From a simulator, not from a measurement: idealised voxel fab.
The process module presented herein is designated voxel fin reveal.
Section shown: cut. Width: 245 nm. Cell size: 5 nm, square.
Each cross-section below is a grid of square cells, stated as bands in top-down order, with one or more rows of cells making up each band. A band entry consists of two parts. The first gives the height of the band's top and the height of its bottom, in nm. The rest lists the band's materials from left to right, each with its width in nm. A single material labelled with the word "edge to edge" fills the band from edge to edge, and the word "blank" marks empty space. Height 0 is the level under which the wafer as received is all one material. The lowest band goes on downwards, as in "from 0 down". The two numbers in a width such as "30..40" mark its ends across the band: the first belongs to the top row of cells, the second to the bottom row, and from each row to the next the width moves by the same amount. Step marked "same as before"? Then no cell in the cross-section changed in it. If an empty space has no open way to the top and is at least 8 cells in size, "Enclosed void catalog" lists it, written width x height at distance, where distance is measured from the left edge and every value is in nm. On a step's line, text after the settings is the simulator commenting on that step. overlay nm: mask right of planned place by this much (step with mask). Neg. = left.

[Here's what the planned process steps look like]
1) RECEIVE with material Si
2) CONFORMAL_DEP with material SiN, thk nm 5
3) DIRECTIONAL_DEP with material aC, thk nm 10
4) PATTERN with tone cover, mask id FINS, material resist, width nm 15, pitch nm 40, thk nm 25, overlay nm 0
5) DIRECTIONAL_ETCH with etch materials aC, depth nm 10
6) STRIP with etch materials resist
7) DIRECTIONAL_ETCH with etch materials SiN, depth nm 5
8) DIRECTIONAL_ETCH with etch materials Si, depth nm 35
9) STRIP with etch materials aC
10) OXIDIZE with depth nm 5
11) FILL_DEP with material SiO2, thk nm 5
12) CMP with height nm 5
13) SELECTIVE_ETCH with etch materials SiO2, depth nm 30
14) STRIP with etch materials SiN

[Cross-section of the wafer at receipt, which is the condition after step 1]
  from 0 down  Si edge to edge
  Enclosed void catalog: none

[What the wafer looks like in cross-section after this module, when it starts as shown above and follows the plan above but one mistake is made in running it]
  from 0 to -25  70 Si; 25 blank; 15 Si; 25 blank; 15 Si; 25 blank; 70 Si
  from -25 to -40  70 Si; 25 SiO2; 15 Si; 25 SiO2; 15 Si; 25 SiO2; 70 Si
  from -40 down  Si edge to edge
  Enclosed void catalog: none
What was done differently from what was planned? step 4 was not run as planned; what actually ran was PATTERN with tone open, mask id FINS, material resist, width nm 15, pitch nm 40, thk nm 25, overlay nm 0
